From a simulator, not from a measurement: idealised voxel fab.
A process module follows: voxel capacitor over wiring.
Cross-section cut spans 170 nm and uses square cells 5 nm in size.
Cross-sections here: square-cell grids, written as top-down lists of bands, a band being one or more rows of cells.
What a band's entry tells you: where the top is and where the bottom is, as heights in nm, and after that what lies inside, material by material from left to right, each with its width in nm. Empty space is written as the word "blank", and a single material marked with the word "full width" occupies the band from edge to edge.
Zero point of the height axis is 0; under it, received wafer = one material. Lowest band: continues down indefinitely, "0 down".
The notation "30->40" denotes a width that varies across the rows of cells in the band, beginning at the first number in the top row, finishing at the second number in the bottom row, and changing by an identical amount from each row to the next.
"same as before" for a step: no cell of the cross-section changed in that step.
"Closed cavities" means: voids of 8 cells or more that are shut off from the top with no open way through. Written width x height at distance, distance from the left edge, in nm.
On each step's line, the part that comes after the settings is the simulator's own comment on the step.
overlay nm: mask offset rightward from planned place, masked step; negative means leftward offset.

**Planned process steps**
1: RECEIVE | material Si
2: CONFORMAL_DEP | material SiO2 | thk nm 10
3: CONFORMAL_DEP | material SiCN | thk nm 5
4: DIRECTIONAL_DEP | material lowk | thk nm 25
5: MASKED_ETCH | tone open | mask id METAL_1 | width nm 30 | pitch nm 100 | etch materials lowk | depth nm 25 | overlay nm 0
6: MASKED_ETCH | tone open | mask id METAL_1 | width nm 30 | pitch nm 100 | etch materials SiCN | depth nm 5 | overlay nm 0
7: CONFORMAL_DEP | material TiN | thk nm 5
8: FILL_DEP | material Ru | thk nm 5
9: CMP | height nm 40
10: CONFORMAL_DEP | material SiCN | thk nm 5
11: DIRECTIONAL_DEP | material SiO2 | thk nm 10
12: DIRECTIONAL_DEP | material aC | thk nm 10
13: PATTERN | tone open | mask id PLUG_1 | material resist | width nm 15 | thk nm 30 | overlay nm 0
14: DIRECTIONAL_ETCH | etch materials aC | depth nm 10
15: STRIP | etch materials resist
16: DIRECTIONAL_ETCH | etch materials SiO2 | depth nm 10
17: DIRECTIONAL_ETCH | etch materials SiCN | depth nm 5
18: STRIP | etch materials aC
19: EPI | material Ru | thk nm 10
20: EPI | material Ru | thk nm 5
21: DIRECTIONAL_DEP | material TiN | thk nm 5
22: DIRECTIONAL_DEP | material SiN | thk nm 5
23: DIRECTIONAL_DEP | material TiN | thk nm 5
24: DIRECTIONAL_DEP | material aC | thk nm 10
25: PATTERN | tone cover | mask id UPPER_PLATE | material resist | width nm 75 | thk nm 30 | overlay nm 0
26: DIRECTIONAL_ETCH | etch materials aC | depth nm 10
27: STRIP | etch materials resist
28: DIRECTIONAL_ETCH | etch materials TiN | depth nm 5
29: DIRECTIONAL_ETCH | etch materials SiN | depth nm 5
30: STRIP | etch materials aC
31: PATTERN | tone cover | mask id LOWER_PLATE | material resist | width nm 85 | thk nm 20 | overlay nm 0
32: DIRECTIONAL_ETCH | etch materials TiN | depth nm 5
33: STRIP | etch materials resist
34: FILL_DEP | material SiO2 | thk nm 20
35: CMP | height nm 85
36: PATTERN | tone open | mask id PLUG_2 | material resist | width nm 15 | thk nm 15 | overlay nm 0
37: DIRECTIONAL_ETCH | etch materials SiO2 | depth nm 5
38: STRIP | etch materials resist
39: CONFORMAL_DEP | material TiN | thk nm 5
40: FILL_DEP | material W | thk nm 10
41: CMP | height nm 85
42: CONFORMAL_DEP | material SiN | thk nm 5
Be aware that, although all wafers share a common starting state, the depth nm at step 37 differs among them, and the plan displays the first wafer's value.

**As-received state after step 1, first of several wafers, cross-section**
* 0 down: Si full width
* Closed cavities: none

**The cross-section of the first of several wafers is given below for the end of the module, after its final step, step 42**
* 90 to 85: SiN full width
* 85 to 80: SiO2 (45)  TiN (15)  SiO2 (110)
* 80 to 70: SiO2 full width
* 70 to 65: SiO2 (35)  TiN (75)  SiO2 (60)
* 65 to 60: SiO2 (35)  SiN (75)  SiO2 (60)
* 60 to 55: SiO2 (30)  TiN (85)  SiO2 (55)
* 55 to 45: SiO2 (35)  Ru (15)  SiO2 (120)
* 45 to 40: SiCN (35)  Ru (15)  SiCN (120)
* 40 to 15: lowk (20)  TiN (5)  Ru (20)  TiN (5)  lowk (70)  TiN (5)  Ru (20)  TiN (5)  lowk (20)
* 15 to 10: SiCN (20)  TiN (30)  SiCN (70)  TiN (30)  SiCN (20)
* 10 to 0: SiO2 full width
* 0 down: Si full width
* Closed cavities: none

**Of the several wafers, the last: cross-section at the end of the module**
* 90 to 85: SiN full width
* 85 to 75: SiO2 (45)  TiN (5)  W (5)  TiN (5)  SiO2 (110)
* 75 to 65: SiO2 (45->35)  TiN (15->75)  SiO2 (110->60)
* 65 to 60: SiO2 (35)  SiN (75)  SiO2 (60)
* 60 to 55: SiO2 (30)  TiN (85)  SiO2 (55)
* 55 to 45: SiO2 (35)  Ru (15)  SiO2 (120)
* 45 to 40: SiCN (35)  Ru (15)  SiCN (120)
* 40 to 15: lowk (20)  TiN (5)  Ru (20)  TiN (5)  lowk (70)  TiN (5)  Ru (20)  TiN (5)  lowk (20)
* 15 to 10: SiCN (20)  TiN (30)  SiCN (70)  TiN (30)  SiCN (20)
* 10 to 0: SiO2 full width
* 0 down: Si full width
* Closed cavities: none

**Below, a row for every wafer. Read it as the end-of-module picture: for each material the wafer shows its cells gained (+) or lost (-) since it was received, and then its closed voids**
depth nm 5, +49 Ru, +53 SiCN, +49 SiN, +284 SiO2, +67 TiN, +110 lowk, Closed cavities: none
depth nm 10, +49 Ru, +53 SiCN, +49 SiN, +281 SiO2, +69 TiN, +1 W, +110 lowk, Closed cavities: none
depth nm 15, +49 Ru, +53 SiCN, +49 SiN, +278 SiO2, +71 TiN, +2 W, +110 lowk, Closed cavities: none
depth nm 20, +49 Ru, +53 SiCN, +49 SiN, +278 SiO2, +71 TiN, +2 W, +110 lowk, Closed cavities: none
depth nm 25, +49 Ru, +53 SiCN, +49 SiN, +278 SiO2, +71 TiN, +2 W, +110 lowk, Closed cavities: none
depth nm 30, +49 Ru, +53 SiCN, +49 SiN, +278 SiO2, +71 TiN, +2 W, +110 lowk, Closed cavities: none
